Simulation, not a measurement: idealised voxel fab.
Documented hereafter: the process module known as voxel double patterning.
Cross-section cut: width 235 nm, square cells of 5 nm.
Bands, listed from the top down, are how a cross-section gets written in this document; the cross-section itself is a grid of square cells, and a band is one or more rows of them.
Per band: top height and bottom height in nm, followed by the left-to-right materials and their widths in nm; "throughout" marks a single material spanning edge to edge, "blank" marks empty space.
It should be noted that heights are counted from 0, beneath which the wafer as supplied is of one material throughout, and that the lowest band possesses no lower boundary but continues downward, as written in "0 nm and below".
A two-number width, for instance "30..40", indicates that the width is equal to the first number in the top row of the band and to the second number in the bottom row, and that it changes by a constant amount per row of cells.
"remains unaltered" for a step: no cell of the cross-section changed in that step.
"Closed void table" - sealed voids, min. 8 cells, no opening to top; format: width x height at distance (distance from left edge; nm throughout).
The remark found on a step's line after its settings is issued by the simulator itself and pertains to that step.
overlay nm: on a step with a mask, how far right of its planned place the mask lay; negative means left.
How should the pairs below be read? Each gives the cross-section before one process step and the cross-section after it, the latter drawn only to the lowest band that changed; the step that lies between them, with its settings, appears under the pair. Does a pair pick up where the pair above left off? Only where its entry headed "Ahead of processing" says so, since pairs can come from different runs of this module on the same starting wafer.
Ahead of processing:
0 nm and below  Si throughout
Closed void table: none
Resultant Cross-Section:
5 nm to 0 nm  SiO2 throughout
For the remainder of the cross-section, below 0, there is no change.
Closed void table: none
Between before and after as drawn above: CONFORMAL_DEP with material SiO2, thk nm 5
Ahead of processing: The pre-step condition corresponds to the post-step cross-section depicted in the pair directly above.
Resultant Cross-Section:
20 nm to 5 nm  W throughout
For the remainder of the cross-section, below 5, there is no change.
Closed void table: none
Between before and after as drawn above: DIRECTIONAL_DEP with material W, thk nm 15
Ahead of processing: The pre-step condition corresponds to the post-step cross-section depicted in the pair directly above.
Resultant Cross-Section:
30 nm to 20 nm  SiCN throughout
For the remainder of the cross-section, below 20, there is no change.
Closed void table: none
Between before and after as drawn above: DIRECTIONAL_DEP with material SiCN, thk nm 10
Ahead of processing: The pre-step condition corresponds to the post-step cross-section depicted in the pair directly above.
Resultant Cross-Section:
50 nm to 30 nm  60 of resist | 15 of blank | 35 of resist | 15 of blank | 35 of resist | 15 of blank | 60 of resist
For the remainder of the cross-section, below 30, there is no change.
Closed void table: none
Between before and after as drawn above: PATTERN with tone open, mask id FIRST, material resist, width nm 15, pitch nm 50, thk nm 20, overlay nm 0
Ahead of processing: The pre-step condition corresponds to the post-step cross-section depicted in the pair directly above.
Resultant Cross-Section:
50 nm to 30 nm  60 of resist | 15 of blank | 35 of resist | 15 of blank | 35 of resist | 15 of blank | 60 of resist
30 nm to 20 nm  60 of SiCN | 15 of blank | 35 of SiCN | 15 of blank | 35 of SiCN | 15 of blank | 60 of SiCN
For the remainder of the cross-section, below 20, there is no change.
Closed void table: none
Between before and after as drawn above: DIRECTIONAL_ETCH with etch materials SiCN, depth nm 10
Ahead of processing: The pre-step condition corresponds to the post-step cross-section depicted in the pair directly above.
Resultant Cross-Section:
30 nm to 20 nm  60 of SiCN | 15 of blank | 35 of SiCN | 15 of blank | 35 of SiCN | 15 of blank | 60 of SiCN
For the remainder of the cross-section, below 20, there is no change.
Closed void table: none
Between before and after as drawn above: STRIP with etch materials resist
Ahead of processing: The pre-step condition corresponds to the post-step cross-section depicted in the pair directly above.
Resultant Cross-Section:
30 nm to 20 nm  60 of SiCN | 15 of blank | 10 of SiCN | 15 of blank | 10 of SiCN | 15 of blank | 10 of SiCN | 15 of blank | 10 of SiCN | 15 of blank | 60 of SiCN
For the remainder of the cross-section, below 20, there is no change.
Closed void table: none
Between before and after as drawn above: MASKED_ETCH with tone open, mask id SECOND, width nm 15, pitch nm 50, etch materials SiCN, depth nm 10, overlay nm 0
Ahead of processing: The pre-step condition corresponds to the post-step cross-section depicted in the pair directly above.
Resultant Cross-Section:
30 nm to 20 nm  60 of SiCN | 15 of blank | 10 of SiCN | 15 of blank | 10 of SiCN | 15 of blank | 10 of SiCN | 15 of blank | 10 of SiCN | 15 of blank | 60 of SiCN
20 nm to 5 nm  60 of W | 15 of blank | 10 of W | 15 of blank | 10 of W | 15 of blank | 10 of W | 15 of blank | 10 of W | 15 of blank | 60 of W
For the remainder of the cross-section, below 5, there is no change.
Closed void table: none
Between before and after as drawn above: DIRECTIONAL_ETCH with etch materials W, depth nm 15
Ahead of processing: The pre-step condition corresponds to the post-step cross-section depicted in the pair directly above.
Resultant Cross-Section:
20 nm to 5 nm  60 of W | 15 of blank | 10 of W | 15 of blank | 10 of W | 15 of blank | 10 of W | 15 of blank | 10 of W | 15 of blank | 60 of W
For the remainder of the cross-section, below 5, there is no change.
Closed void table: none
Between before and after as drawn above: STRIP with etch materials SiCN
Ahead of processing:
20 nm to 5 nm  W throughout
5 nm to 0 nm  SiO2 throughout
0 nm and below  Si throughout
Closed void table: none
Resultant Cross-Section:
35 nm to 5 nm  W throughout
For the remainder of the cross-section, below 5, there is no change.
Closed void table: none
Between before and after as drawn above: DIRECTIONAL_DEP with material W, thk nm 15
Ahead of processing: The pre-step condition corresponds to the post-step cross-section depicted in the pair directly above.
Resultant Cross-Section:
45 nm to 35 nm  SiCN throughout
For the remainder of the cross-section, below 35, there is no change.
Closed void table: none
Between before and after as drawn above: DIRECTIONAL_DEP with material SiCN, thk nm 10
Ahead of processing: The pre-step condition corresponds to the post-step cross-section depicted in the pair directly above.
Resultant Cross-Section:
65 nm to 45 nm  60 of resist | 15 of blank | 35 of resist | 15 of blank | 35 of resist | 15 of blank | 60 of resist
For the remainder of the cross-section, below 45, there is no change.
Closed void table: none
Between before and after as drawn above: PATTERN with tone open, mask id FIRST, material resist, width nm 15, pitch nm 50, thk nm 20, overlay nm 0
Ahead of processing: The pre-step condition corresponds to the post-step cross-section depicted in the pair directly above.
Resultant Cross-Section:
65 nm to 45 nm  60 of resist | 15 of blank | 35 of resist | 15 of blank | 35 of resist | 15 of blank | 60 of resist
45 nm to 35 nm  60 of SiCN | 15 of blank | 35 of SiCN | 15 of blank | 35 of SiCN | 15 of blank | 60 of SiCN
For the remainder of the cross-section, below 35, there is no change.
Closed void table: none
Between before and after as drawn above: DIRECTIONAL_ETCH with etch materials SiCN, depth nm 10
Ahead of processing: The pre-step condition corresponds to the post-step cross-section depicted in the pair directly above.
Resultant Cross-Section:
45 nm to 35 nm  60 of SiCN | 15 of blank | 35 of SiCN | 15 of blank | 35 of SiCN | 15 of blank | 60 of SiCN
For the remainder of the cross-section, below 35, there is no change.
Closed void table: none
Between before and after as drawn above: STRIP with etch materials resist
Ahead of processing: The pre-step condition corresponds to the post-step cross-section depicted in the pair directly above.
Resultant Cross-Section:
45 nm to 35 nm  60 of SiCN | 15 of blank | 10 of SiCN | 15 of blank | 10 of SiCN | 15 of blank | 10 of SiCN | 15 of blank | 10 of SiCN | 15 of blank | 60 of SiCN
For the remainder of the cross-section, below 35, there is no change.
Closed void table: none
Between before and after as drawn above: MASKED_ETCH with tone open, mask id SECOND, width nm 15, pitch nm 50, etch materials SiCN, depth nm 10, overlay nm 0
Ahead of processing: The pre-step condition corresponds to the post-step cross-section depicted in the pair directly above.
Resultant Cross-Section:
45 nm to 35 nm  60 of SiCN | 15 of blank | 10 of SiCN | 15 of blank | 10 of SiCN | 15 of blank | 10 of SiCN | 15 of blank | 10 of SiCN | 15 of blank | 60 of SiCN
35 nm to 20 nm  60 of W | 15 of blank | 10 of W | 15 of blank | 10 of W | 15 of blank | 10 of W | 15 of blank | 10 of W | 15 of blank | 60 of W
For the remainder of the cross-section, below 20, there is no change.
Closed void table: none
Between before and after as drawn above: DIRECTIONAL_ETCH with etch materials W, depth nm 15
Ahead of processing: The pre-step condition corresponds to the post-step cross-section depicted in the pair directly above.
Resultant Cross-Section:
35 nm to 20 nm  60 of W | 15 of blank | 10 of W | 15 of blank | 10 of W | 15 of blank | 10 of W | 15 of blank | 10 of W | 15 of blank | 60 of W
For the remainder of the cross-section, below 20, there is no change.
Closed void table: none
Between before and after as drawn above: STRIP with etch materials SiCN
Ahead of processing:
0 nm and below  Si throughout
Closed void table: none
Resultant Cross-Section:
15 nm to 0 nm  W throughout
For the remainder of the cross-section, below 0, there is no change.
Closed void table: none
Between before and after as drawn above: DIRECTIONAL_DEP with material W, thk nm 15
Ahead of processing: The pre-step condition corresponds to the post-step cross-section depicted in the pair directly above.
Resultant Cross-Section:
20 nm to 15 nm  SiO2 throughout
For the remainder of the cross-section, below 15, there is no change.
Closed void table: none
Between before and after as drawn above: CONFORMAL_DEP with material SiO2, thk nm 5
Ahead of processing: The pre-step condition corresponds to the post-step cross-section depicted in the pair directly above.
Resultant Cross-Section:
30 nm to 20 nm  SiCN throughout
For the remainder of the cross-section, below 20, there is no change.
Closed void table: none
Between before and after as drawn above: DIRECTIONAL_DEP with material SiCN, thk nm 10
Ahead of processing: The pre-step condition corresponds to the post-step cross-section depicted in the pair directly above.
Resultant Cross-Section:
50 nm to 30 nm  60 of resist | 15 of blank | 35 of resist | 15 of blank | 35 of resist | 15 of blank | 60 of resist
For the remainder of the cross-section, below 30, there is no change.
Closed void table: none
Between before and after as drawn above: PATTERN with tone open, mask id FIRST, material resist, width nm 15, pitch nm 50, thk nm 20, overlay nm 0
Ahead of processing: The pre-step condition corresponds to the post-step cross-section depicted in the pair directly above.
Resultant Cross-Section:
50 nm to 30 nm  60 of resist | 15 of blank | 35 of resist | 15 of blank | 35 of resist | 15 of blank | 60 of resist
30 nm to 20 nm  60 of SiCN | 15 of blank | 35 of SiCN | 15 of blank | 35 of SiCN | 15 of blank | 60 of SiCN
For the remainder of the cross-section, below 20, there is no change.
Closed void table: none
Between before and after as drawn above: DIRECTIONAL_ETCH with etch materials SiCN, depth nm 10
Ahead of processing: The pre-step condition corresponds to the post-step cross-section depicted in the pair directly above.
Resultant Cross-Section:
30 nm to 20 nm  60 of SiCN | 15 of blank | 35 of SiCN | 15 of blank | 35 of SiCN | 15 of blank | 60 of SiCN
For the remainder of the cross-section, below 20, there is no change.
Closed void table: none
Between before and after as drawn above: STRIP with etch materials resist
Ahead of processing: The pre-step condition corresponds to the post-step cross-section depicted in the pair directly above.
Resultant Cross-Section:
30 nm to 20 nm  60 of SiCN | 15 of blank | 10 of SiCN | 15 of blank | 10 of SiCN | 15 of blank | 10 of SiCN | 15 of blank | 10 of SiCN | 15 of blank | 60 of SiCN
For the remainder of the cross-section, below 20, there is no change.
Closed void table: none
Between before and after as drawn above: MASKED_ETCH with tone open, mask id SECOND, width nm 15, pitch nm 50, etch materials SiCN, depth nm 10, overlay nm 0
Ahead of processing: The pre-step condition corresponds to the post-step cross-section depicted in the pair directly above.
Resultant Cross-Section:
20 nm to 15 nm  SiO2 throughout
For the remainder of the cross-section, below 15, there is no change.
Closed void table: none
Between before and after as drawn above: STRIP with etch materials SiCN
Ahead of processing:
5 nm to 0 nm  SiO2 throughout
0 nm and below  Si throughout
Closed void table: none
Resultant Cross-Section:
25 nm to 5 nm  W throughout
For the remainder of the cross-section, below 5, there is no change.
Closed void table: none
Between before and after as drawn above: DIRECTIONAL_DEP with material W, thk nm 20
Ahead of processing: The pre-step condition corresponds to the post-step cross-section depicted in the pair directly above.
Resultant Cross-Section:
35 nm to 25 nm  SiCN throughout
For the remainder of the cross-section, below 25, there is no change.
Closed void table: none
Between before and after as drawn above: DIRECTIONAL_DEP with material SiCN, thk nm 10
Ahead of processing: The pre-step condition corresponds to the post-step cross-section depicted in the pair directly above.
Resultant Cross-Section:
55 nm to 35 nm  60 of resist | 15 of blank | 35 of resist | 15 of blank | 35 of resist | 15 of blank | 60 of resist
For the remainder of the cross-section, below 35, there is no change.
Closed void table: none
Between before and after as drawn above: PATTERN with tone open, mask id FIRST, material resist, width nm 15, pitch nm 50, thk nm 20, overlay nm 0
Ahead of processing: The pre-step condition corresponds to the post-step cross-section depicted in the pair directly above.
Resultant Cross-Section:
55 nm to 35 nm  60 of resist | 15 of blank | 35 of resist | 15 of blank | 35 of resist | 15 of blank | 60 of resist
35 nm to 25 nm  60 of SiCN | 15 of blank | 35 of SiCN | 15 of blank | 35 of SiCN | 15 of blank | 60 of SiCN
For the remainder of the cross-section, below 25, there is no change.
Closed void table: none
Between before and after as drawn above: DIRECTIONAL_ETCH with etch materials SiCN, depth nm 10
Ahead of processing: The pre-step condition corresponds to the post-step cross-section depicted in the pair directly above.
Resultant Cross-Section:
35 nm to 25 nm  60 of SiCN | 15 of blank | 35 of SiCN | 15 of blank | 35 of SiCN | 15 of blank | 60 of SiCN
For the remainder of the cross-section, below 25, there is no change.
Closed void table: none
Between before and after as drawn above: STRIP with etch materials resist
Ahead of processing: The pre-step condition corresponds to the post-step cross-section depicted in the pair directly above.
Resultant Cross-Section:
35 nm to 25 nm  60 of SiCN | 15 of blank | 10 of SiCN | 15 of blank | 10 of SiCN | 15 of blank | 10 of SiCN | 15 of blank | 10 of SiCN | 15 of blank | 60 of SiCN
For the remainder of the cross-section, below 25, there is no change.
Closed void table: none
Between before and after as drawn above: MASKED_ETCH with tone open, mask id SECOND, width nm 15, pitch nm 50, etch materials SiCN, depth nm 10, overlay nm 0
Ahead of processing: The pre-step condition corresponds to the post-step cross-section depicted in the pair directly above.
Resultant Cross-Section:
35 nm to 25 nm  60 of SiCN | 15 of blank | 10 of SiCN | 15 of blank | 10 of SiCN | 15 of blank | 10 of SiCN | 15 of blank | 10 of SiCN | 15 of blank | 60 of SiCN
25 nm to 10 nm  60 of W | 15 of blank | 10 of W | 15 of blank | 10 of W | 15 of blank | 10 of W | 15 of blank | 10 of W | 15 of blank | 60 of W
For the remainder of the cross-section, below 10, there is no change.
Closed void table: none
Between before and after as drawn above: DIRECTIONAL_ETCH with etch materials W, depth nm 15
Ahead of processing: The pre-step condition corresponds to the post-step cross-section depicted in the pair directly above.
Resultant Cross-Section:
25 nm to 10 nm  60 of W | 15 of blank | 10 of W | 15 of blank | 10 of W | 15 of blank | 10 of W | 15 of blank | 10 of W | 15 of blank | 60 of W
For the remainder of the cross-section, below 10, there is no change.
Closed void table: none
Between before and after as drawn above: STRIP with etch materials SiCN
Ahead of processing:
30 nm to 20 nm  SiCN throughout
20 nm to 5 nm  W throughout
5 nm to 0 nm  SiO2 throughout
0 nm and below  Si throughout
Closed void table: none
Resultant Cross-Section:
50 nm to 30 nm  55 of resist | 25 of blank | 25 of resist | 25 of blank | 25 of resist | 25 of blank | 55 of resist
For the remainder of the cross-section, below 30, there is no change.
Closed void table: none
Between before and after as drawn above: PATTERN with tone open, mask id FIRST, material resist, width nm 25, pitch nm 50, thk nm 20, overlay nm 0
Ahead of processing: The pre-step condition corresponds to the post-step cross-section depicted in the pair directly above.
Resultant Cross-Section:
50 nm to 30 nm  55 of resist | 25 of blank | 25 of resist | 25 of blank | 25 of resist | 25 of blank | 55 of resist
30 nm to 20 nm  55 of SiCN | 25 of blank | 25 of SiCN | 25 of blank | 25 of SiCN | 25 of blank | 55 of SiCN
For the remainder of the cross-section, below 20, there is no change.
Closed void table: none
Between before and after as drawn above: DIRECTIONAL_ETCH with etch materials SiCN, depth nm 10
Ahead of processing: The pre-step condition corresponds to the post-step cross-section depicted in the pair directly above.
Resultant Cross-Section:
30 nm to 20 nm  55 of SiCN | 25 of blank | 25 of SiCN | 25 of blank | 25 of SiCN | 25 of blank | 55 of SiCN
For the remainder of the cross-section, below 20, there is no change.
Closed void table: none
Between before and after as drawn above: STRIP with etch materials resist
Ahead of processing: The pre-step condition corresponds to the post-step cross-section depicted in the pair directly above.
Resultant Cross-Section:
30 nm to 20 nm  55 of SiCN | 25 of blank | 5 of SiCN | 15 of blank | 5 of SiCN | 25 of blank | 5 of SiCN | 15 of blank | 5 of SiCN | 25 of blank | 55 of SiCN
For the remainder of the cross-section, below 20, there is no change.
Closed void table: none
Between before and after as drawn above: MASKED_ETCH with tone open, mask id SECOND, width nm 15, pitch nm 50, etch materials SiCN, depth nm 10, overlay nm 0
Ahead of processing: The pre-step condition corresponds to the post-step cross-section depicted in the pair directly above.
Resultant Cross-Section:
30 nm to 20 nm  55 of SiCN | 25 of blank | 5 of SiCN | 15 of blank | 5 of SiCN | 25 of blank | 5 of SiCN | 15 of blank | 5 of SiCN | 25 of blank | 55 of SiCN
20 nm to 5 nm  55 of W | 25 of blank | 5 of W | 15 of blank | 5 of W | 25 of blank | 5 of W | 15 of blank | 5 of W | 25 of blank | 55 of W
For the remainder of the cross-section, below 5, there is no change.
Closed void table: none
Between before and after as drawn above: DIRECTIONAL_ETCH with etch materials W, depth nm 15
Ahead of processing: The pre-step condition corresponds to the post-step cross-section depicted in the pair directly above.
Resultant Cross-Section:
20 nm to 5 nm  55 of W | 25 of blank | 5 of W | 15 of blank | 5 of W | 25 of blank | 5 of W | 15 of blank | 5 of W | 25 of blank | 55 of W
For the remainder of the cross-section, below 5, there is no change.
Closed void table: none
Between before and after as drawn above: STRIP with etch materials SiCN
Ahead of processing:
30 nm to 20 nm  60 of SiCN | 15 of blank | 35 of SiCN | 15 of blank | 35 of SiCN | 15 of blank | 60 of SiCN
20 nm to 5 nm  W throughout
5 nm to 0 nm  SiO2 throughout
0 nm and below  Si throughout
Closed void table: none
Resultant Cross-Section:
30 nm to 20 nm  60 of SiCN | 15 of blank | 5 of SiCN | 15 of blank | 15 of SiCN | 15 of blank | 5 of SiCN | 15 of blank | 15 of SiCN | 15 of blank | 60 of SiCN
For the remainder of the cross-section, below 20, there is no change.
Closed void table: none
Between before and after as drawn above: MASKED_ETCH with tone open, mask id SECOND, width nm 15, pitch nm 50, etch materials SiCN, depth nm 10, overlay nm -5
Ahead of processing: The pre-step condition corresponds to the post-step cross-section depicted in the pair directly above.
Resultant Cross-Section:
30 nm to 20 nm  60 of SiCN | 15 of blank | 5 of SiCN | 15 of blank | 15 of SiCN | 15 of blank | 5 of SiCN | 15 of blank | 15 of SiCN | 15 of blank | 60 of SiCN
20 nm to 5 nm  60 of W | 15 of blank | 5 of W | 15 of blank | 15 of W | 15 of blank | 5 of W | 15 of blank | 15 of W | 15 of blank | 60 of W
For the remainder of the cross-section, below 5, there is no change.
Closed void table: none
Between before and after as drawn above: DIRECTIONAL_ETCH with etch materials W, depth nm 15
Ahead of processing: The pre-step condition corresponds to the post-step cross-section depicted in the pair directly above.
Resultant Cross-Section:
20 nm to 5 nm  60 of W | 15 of blank | 5 of W | 15 of blank | 15 of W | 15 of blank | 5 of W | 15 of blank | 15 of W | 15 of blank | 60 of W
For the remainder of the cross-section, below 5, there is no change.
Closed void table: none
Between before and after as drawn above: STRIP with etch materials SiCN
Ahead of processing:
0 nm and below  Si throughout
Closed void table: none
Resultant Cross-Section:
5 nm to 0 nm  W throughout
For the remainder of the cross-section, below 0, there is no change.
Closed void table: none
Between before and after as drawn above: CONFORMAL_DEP with material W, thk nm 5
Ahead of processing: The pre-step condition corresponds to the post-step cross-section depicted in the pair directly above.
Resultant Cross-Section:
20 nm to 0 nm  W throughout
For the remainder of the cross-section, below 0, there is no change.
Closed void table: none
Between before and after as drawn above: DIRECTIONAL_DEP with material W, thk nm 15
Ahead of processing: The pre-step condition corresponds to the post-step cross-section depicted in the pair directly above.
Resultant Cross-Section:
30 nm to 20 nm  SiCN throughout
For the remainder of the cross-section, below 20, there is no change.
Closed void table: none
Between before and after as drawn above: DIRECTIONAL_DEP with material SiCN, thk nm 10
Ahead of processing: The pre-step condition corresponds to the post-step cross-section depicted in the pair directly above.
Resultant Cross-Section:
50 nm to 30 nm  60 of resist | 15 of blank | 35 of resist | 15 of blank | 35 of resist | 15 of blank | 60 of resist
For the remainder of the cross-section, below 30, there is no change.
Closed void table: none
Between before and after as drawn above: PATTERN with tone open, mask id FIRST, material resist, width nm 15, pitch nm 50, thk nm 20, overlay nm 0
Ahead of processing: The pre-step condition corresponds to the post-step cross-section depicted in the pair directly above.
Resultant Cross-Section:
50 nm to 30 nm  60 of resist | 15 of blank | 35 of resist | 15 of blank | 35 of resist | 15 of blank | 60 of resist
30 nm to 20 nm  60 of SiCN | 15 of blank | 35 of SiCN | 15 of blank | 35 of SiCN | 15 of blank | 60 of SiCN
For the remainder of the cross-section, below 20, there is no change.
Closed void table: none
Between before and after as drawn above: DIRECTIONAL_ETCH with etch materials SiCN, depth nm 10
Ahead of processing: The pre-step condition corresponds to the post-step cross-section depicted in the pair directly above.
Resultant Cross-Section:
30 nm to 20 nm  60 of SiCN | 15 of blank | 35 of SiCN | 15 of blank | 35 of SiCN | 15 of blank | 60 of SiCN
For the remainder of the cross-section, below 20, there is no change.
Closed void table: none
Between before and after as drawn above: STRIP with etch materials resist
Ahead of processing: The pre-step condition corresponds to the post-step cross-section depicted in the pair directly above.
Resultant Cross-Section:
30 nm to 20 nm  60 of SiCN | 15 of blank | 10 of SiCN | 15 of blank | 10 of SiCN | 15 of blank | 10 of SiCN | 15 of blank | 10 of SiCN | 15 of blank | 60 of SiCN
For the remainder of the cross-section, below 20, there is no change.
Closed void table: none
Between before and after as drawn above: MASKED_ETCH with tone open, mask id SECOND, width nm 15, pitch nm 50, etch materials SiCN, depth nm 10, overlay nm 0
Ahead of processing: The pre-step condition corresponds to the post-step cross-section depicted in the pair directly above.
Resultant Cross-Section:
30 nm to 20 nm  60 of SiCN | 15 of blank | 10 of SiCN | 15 of blank | 10 of SiCN | 15 of blank | 10 of SiCN | 15 of blank | 10 of SiCN | 15 of blank | 60 of SiCN
20 nm to 5 nm  60 of W | 15 of blank | 10 of W | 15 of blank | 10 of W | 15 of blank | 10 of W | 15 of blank | 10 of W | 15 of blank | 60 of W
For the remainder of the cross-section, below 5, there is no change.
Closed void table: none
Between before and after as drawn above: DIRECTIONAL_ETCH with etch materials W, depth nm 15
Ahead of processing: The pre-step condition corresponds to the post-step cross-section depicted in the pair directly above.
Resultant Cross-Section:
20 nm to 5 nm  60 of W | 15 of blank | 10 of W | 15 of blank | 10 of W | 15 of blank | 10 of W | 15 of blank | 10 of W | 15 of blank | 60 of W
For the remainder of the cross-section, below 5, there is no change.
Closed void table: none
Between before and after as drawn above: STRIP with etch materials SiCN
Ahead of processing:
30 nm to 20 nm  60 of SiCN | 15 of blank | 35 of SiCN | 15 of blank | 35 of SiCN | 15 of blank | 60 of SiCN
20 nm to 5 nm  W throughout
5 nm to 0 nm  SiO2 throughout
0 nm and below  Si throughout
Closed void table: none
Resultant Cross-Section:
30 nm to 20 nm  85 of blank | 15 of SiCN | 35 of blank | 15 of SiCN | 85 of blank
For the remainder of the cross-section, below 20, there is no change.
Closed void table: none
Between before and after as drawn above: MASKED_ETCH with tone cover, mask id SECOND, width nm 15, pitch nm 50, etch materials SiCN, depth nm 10, overlay nm 0
Ahead of processing: The pre-step condition corresponds to the post-step cross-section depicted in the pair directly above.
Resultant Cross-Section:
30 nm to 20 nm  85 of blank | 15 of SiCN | 35 of blank | 15 of SiCN | 85 of blank
20 nm to 5 nm  85 of blank | 15 of W | 35 of blank | 15 of W | 85 of blank
For the remainder of the cross-section, below 5, there is no change.
Closed void table: none
Between before and after as drawn above: DIRECTIONAL_ETCH with etch materials W, depth nm 15
Ahead of processing: The pre-step condition corresponds to the post-step cross-section depicted in the pair directly above.
Resultant Cross-Section:
20 nm to 5 nm  85 of blank | 15 of W | 35 of blank | 15 of W | 85 of blank
For the remainder of the cross-section, below 5, there is no change.
Closed void table: none
Between before and after as drawn above: STRIP with etch materials SiCN
